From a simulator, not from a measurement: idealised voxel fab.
process module | voxel air gaps
We display cut, a cross-section 180 nm in width whose square cells are each 5 nm.
Think of the cross-section as a grid of square cells. We describe it in bands, top to bottom, and each band covers one or more rows of those cells.
Band: top height; bottom height; in nm. Then, left to right: material with width in nm, for each material. "throughout": a single material spanning edge to edge. "empty": empty space.
Below 0: as-received wafer, all one material; heights counted from there. Lowest band: no bottom, goes on down, written "0 and below".
It should be noted that a width expressed as "30..40" varies in equal increments from row to row of cells within the band, taking the value of the first number at the top row and that of the second number at the bottom row.
The designation "same as before", where it is given for a processing step, indicates that no cell of the cross-section was altered in the course of that step.
Basically, "Trapped void list" tells you about the enclosed voids: empty spaces with no open way to the top, 8 cells or bigger, each written width x height at distance, where distance is from the left edge, all in nm.
It should be noted that, on the line of a given step, the content following the step's settings is a remark produced by the simulator itself with respect to that step.
On any step carrying a mask, the "overlay nm" setting, if present on the step's line, tells how far right of its planned place the mask lay; negative values point to the left.

THE PLANNED PROCESS STEPS ARE ENUMERATED HEREUNDER
1 RECEIVE, material Si
2 CONFORMAL_DEP, material SiO2, thk nm 10
3 CONFORMAL_DEP, material SiN, thk nm 5
4 DIRECTIONAL_DEP, material SiO2, thk nm 40
5 MASKED_ETCH, tone open, mask id LINES, width nm 25, pitch nm 55, etch materials SiO2, depth nm 40, overlay nm 0
6 CONFORMAL_DEP, material TiN, thk nm 5
7 FILL_DEP, material Ru, thk nm 10
8 CMP, height nm 55
9 EPI, material Ru, thk nm 10
10 SELECTIVE_ETCH, etch materials SiO2, depth nm 50
11 CONFORMAL_DEP, material SiCN, thk nm 5

THE FIRST WAFER OF TWO, PROCESSED AS PLANNED

WAFER AS RECEIVED: CROSS-SECTION FOLLOWING STEP 1
- 0 and below | Si throughout
- Trapped void list: none

AFTER STEP 2, IN CROSS-SECTION
- 10 down to 0 | SiO2 throughout
- Below 0 it's all the same as before, nothing changed down there.

AFTER STEP 3, IN CROSS-SECTION
- 15 down to 10 | SiN throughout
- Below 10 it's all the same as before, nothing changed down there.

AFTER STEP 4, IN CROSS-SECTION
- 55 down to 15 | SiO2 throughout
- Below 15 it's all the same as before, nothing changed down there.

AFTER STEP 5, IN CROSS-SECTION
- 55 down to 15 | SiO2=20 | empty=25 | SiO2=30 | empty=25 | SiO2=30 | empty=25 | SiO2=25
- Below 15 it's all the same as before, nothing changed down there.

AFTER STEP 6, IN CROSS-SECTION
- 60 down to 55 | TiN=25 | empty=15 | TiN=40 | empty=15 | TiN=40 | empty=15 | TiN=30
- 55 down to 20 | SiO2=20 | TiN=5 | empty=15 | TiN=5 | SiO2=30 | TiN=5 | empty=15 | TiN=5 | SiO2=30 | TiN=5 | empty=15 | TiN=5 | SiO2=25
- 20 down to 15 | SiO2=20 | TiN=25 | SiO2=30 | TiN=25 | SiO2=30 | TiN=25 | SiO2=25
- Below 15 it's all the same as before, nothing changed down there.

AFTER STEP 7, IN CROSS-SECTION
- 70 down to 60 | Ru throughout
- 60 down to 55 | TiN=25 | Ru=15 | TiN=40 | Ru=15 | TiN=40 | Ru=15 | TiN=30
- 55 down to 20 | SiO2=20 | TiN=5 | Ru=15 | TiN=5 | SiO2=30 | TiN=5 | Ru=15 | TiN=5 | SiO2=30 | TiN=5 | Ru=15 | TiN=5 | SiO2=25
- Below 20 it's all the same as before, nothing changed down there.

AFTER STEP 8, IN CROSS-SECTION
- 55 down to 20 | SiO2=20 | TiN=5 | Ru=15 | TiN=5 | SiO2=30 | TiN=5 | Ru=15 | TiN=5 | SiO2=30 | TiN=5 | Ru=15 | TiN=5 | SiO2=25
- Below 20 it's all the same as before, nothing changed down there.

AFTER STEP 9, IN CROSS-SECTION
- 65 down to 55 | empty=10 | Ru=45 | empty=10 | Ru=45 | empty=10 | Ru=45 | empty=15
- Below 55 it's all the same as before, nothing changed down there.

AFTER STEP 10, IN CROSS-SECTION
- 65 down to 55 | empty=10 | Ru=45 | empty=10 | Ru=45 | empty=10 | Ru=45 | empty=15
- 55 down to 20 | empty=20 | TiN=5 | Ru=15 | TiN=5 | empty=30 | TiN=5 | Ru=15 | TiN=5 | empty=30 | TiN=5 | Ru=15 | TiN=5 | empty=25
- 20 down to 15 | empty=20 | TiN=25 | empty=30 | TiN=25 | empty=30 | TiN=25 | empty=25
- Below 15 it's all the same as before, nothing changed down there.

AFTER STEP 11, IN CROSS-SECTION
- 70 down to 65 | empty=5 | SiCN=165 | empty=10
- 65 down to 55 | empty=5 | SiCN=5 | Ru=45 | SiCN=10 | Ru=45 | SiCN=10 | Ru=45 | SiCN=5 | empty=10
- 55 down to 50 | empty=5 | SiCN=15 | TiN=5 | Ru=15 | TiN=5 | SiCN=30 | TiN=5 | Ru=15 | TiN=5 | SiCN=30 | TiN=5 | Ru=15 | TiN=5 | SiCN=15 | empty=10
- 50 down to 20 | empty=15 | SiCN=5 | TiN=5 | Ru=15 | TiN=5 | SiCN=5 | empty=20 | SiCN=5 | TiN=5 | Ru=15 | TiN=5 | SiCN=5 | empty=20 | SiCN=5 | TiN=5 | Ru=15 | TiN=5 | SiCN=5 | empty=20
- 20 down to 15 | SiCN=20 | TiN=25 | SiCN=30 | TiN=25 | SiCN=30 | TiN=25 | SiCN=25
- Below 15 it's all the same as before, nothing changed down there.
- Trapped void list: 20 x 30 at 50; 20 x 30 at 105

THE SECOND WAFER WAS PREPARED FROM THE SAME STARTING POINT AND UNDER THE SAME PLAN AS THE FIRST; ITS PROCESSING CONTAINED ONE MISTAKE, AND IT REMAINS INDISTINGUISHABLE FROM THE FIRST WAFER UP TO AND INCLUDING STEP 4

PLANNED END OF STEP 5: SECOND WAFER, CROSS-SECTION
- 55 down to 15 | empty=20 | SiO2=25 | empty=30 | SiO2=25 | empty=30 | SiO2=25 | empty=25
- Below 15 it's all the same as before, nothing changed down there.

PLANNED END OF STEP 6: SECOND WAFER, CROSS-SECTION
- 60 down to 55 | empty=15 | TiN=35 | empty=20 | TiN=35 | empty=20 | TiN=35 | empty=20
- 55 down to 20 | empty=15 | TiN=5 | SiO2=25 | TiN=5 | empty=20 | TiN=5 | SiO2=25 | TiN=5 | empty=20 | TiN=5 | SiO2=25 | TiN=5 | empty=20
- 20 down to 15 | TiN=20 | SiO2=25 | TiN=30 | SiO2=25 | TiN=30 | SiO2=25 | TiN=25
- Below 15 it's all the same as before, nothing changed down there.

PLANNED END OF STEP 7: SECOND WAFER, CROSS-SECTION
- 70 down to 60 | Ru throughout
- 60 down to 55 | Ru=15 | TiN=35 | Ru=20 | TiN=35 | Ru=20 | TiN=35 | Ru=20
- 55 down to 20 | Ru=15 | TiN=5 | SiO2=25 | TiN=5 | Ru=20 | TiN=5 | SiO2=25 | TiN=5 | Ru=20 | TiN=5 | SiO2=25 | TiN=5 | Ru=20
- Below 20 it's all the same as before, nothing changed down there.

PLANNED END OF STEP 8: SECOND WAFER, CROSS-SECTION
- 55 down to 20 | Ru=15 | TiN=5 | SiO2=25 | TiN=5 | Ru=20 | TiN=5 | SiO2=25 | TiN=5 | Ru=20 | TiN=5 | SiO2=25 | TiN=5 | Ru=20
- Below 20 it's all the same as before, nothing changed down there.

PLANNED END OF STEP 9: SECOND WAFER, CROSS-SECTION
- 65 down to 55 | Ru=30 | empty=5 | Ru=50 | empty=5 | Ru=50 | empty=5 | Ru=35
- Below 55 it's all the same as before, nothing changed down there.

PLANNED END OF STEP 10: SECOND WAFER, CROSS-SECTION
- 65 down to 55 | Ru=30 | empty=5 | Ru=50 | empty=5 | Ru=50 | empty=5 | Ru=35
- 55 down to 20 | Ru=15 | TiN=5 | empty=25 | TiN=5 | Ru=20 | TiN=5 | empty=25 | TiN=5 | Ru=20 | TiN=5 | empty=25 | TiN=5 | Ru=20
- 20 down to 15 | TiN=20 | empty=25 | TiN=30 | empty=25 | TiN=30 | empty=25 | TiN=25
- Below 15 it's all the same as before, nothing changed down there.

PLANNED END OF STEP 11: SECOND WAFER, CROSS-SECTION
- 70 down to 65 | SiCN throughout
- 65 down to 55 | Ru=30 | SiCN=5 | Ru=50 | SiCN=5 | Ru=50 | SiCN=5 | Ru=35
- 55 down to 50 | Ru=15 | TiN=5 | SiCN=25 | TiN=5 | Ru=20 | TiN=5 | SiCN=25 | TiN=5 | Ru=20 | TiN=5 | SiCN=25 | TiN=5 | Ru=20
- 50 down to 20 | Ru=15 | TiN=5 | SiCN=5 | empty=15 | SiCN=5 | TiN=5 | Ru=20 | TiN=5 | SiCN=5 | empty=15 | SiCN=5 | TiN=5 | Ru=20 | TiN=5 | SiCN=5 | empty=15 | SiCN=5 | TiN=5 | Ru=20
- 20 down to 15 | TiN=20 | SiCN=25 | TiN=30 | SiCN=25 | TiN=30 | SiCN=25 | TiN=25
- Below 15 it's all the same as before, nothing changed down there.
- Trapped void list: 15 x 30 at 25; 15 x 30 at 80; 15 x 30 at 135
Nonconformance to the process plan: step 5 was not run as planned; what actually ran was MASKED_ETCH, tone cover, mask id LINES, width nm 25, pitch nm 55, etch materials SiO2, depth nm 40, overlay nm 0
FYI, end of process, the second wafer has more or fewer cells of some materials than the first: Ru: 54 more, SiCN: 12 fewer, TiN: 6 more
The closed voids present at the end amount to 2 for the first wafer and 3 for the second wafer.
